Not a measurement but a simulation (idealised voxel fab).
process module | voxel plated lines
cross-section cut | 170 nm wide | cells 5 nm
A cross-section is a grid of square cells, given in bands from the top down. A band is one or more rows of cells.
Each band's line starts with the height of the band's top and of its bottom, in nm. Then come its materials from left to right, each with its width in nm. One material with "throughout" fills the band from edge to edge. "air" is empty space.
Height 0 is the level under which the wafer as received is all one material. The lowest band goes on downwards, as in "0 down".
A width such as "30 to 40" changes by the same amount from each row of cells to the next, from the band's top row to its bottom row.
"no change" after a step means that no cell of the cross-section changed.
closed voids: empty space of 8 cells or more with no open way to the top, each as width x height at its distance from the left edge, in nm
after a step's settings: what the simulator itself notes on the step
overlay nm, on a step with a mask: how far to the right of its planned place the mask lay; to the left if negative
plan
1 op RECEIVE | material Si
2 op CONFORMAL_DEP | material SiN | thk nm 5
3 op DIRECTIONAL_DEP | material TiN | thk nm 5
4 op PATTERN | tone open | mask id LINES | material resist | width nm 25 | pitch nm 40 | thk nm 25 | overlay nm 0
5 op EPI | material Ru | thk nm 5
6 op EPI | material Ru | thk nm 5
7 op STRIP | etch materials resist
8 op DIRECTIONAL_ETCH | etch materials TiN | depth nm 5
9 op CONFORMAL_DEP | material SiO2 | thk nm 5
as received, after step 1
  0 down: Si throughout
  closed voids: none
first wafer at the end, as planned
  25 to 20: air 45 | SiO2 35 | air 5 | SiO2 35 | air 50
  20 to 10: air 45 | SiO2 5 | Ru 25 | SiO2 5 | air 5 | SiO2 5 | Ru 25 | SiO2 5 | air 50
  10 to 5: SiO2 50 | TiN 25 | SiO2 15 | TiN 25 | SiO2 55
  5 to 0: SiN throughout
  0 down: Si throughout
  closed voids: none
second wafer at the end: like start, like plan, one mistake
  25 to 20: air 40 | SiO2 35 | air 5 | SiO2 35 | air 55
  20 to 10: air 40 | SiO2 5 | Ru 25 | SiO2 5 | air 5 | SiO2 5 | Ru 25 | SiO2 5 | air 55
  10 to 5: SiO2 45 | TiN 25 | SiO2 15 | TiN 25 | SiO2 60
  5 to 0: SiN throughout
  0 down: Si throughout
  closed voids: none
what went wrong: step 4 ran as: op PATTERN | tone open | mask id LINES | material resist | width nm 25 | pitch nm 40 | thk nm 25 | overlay nm -5
at the end the second wafer has, in cells: as many of each material as the first, in other places
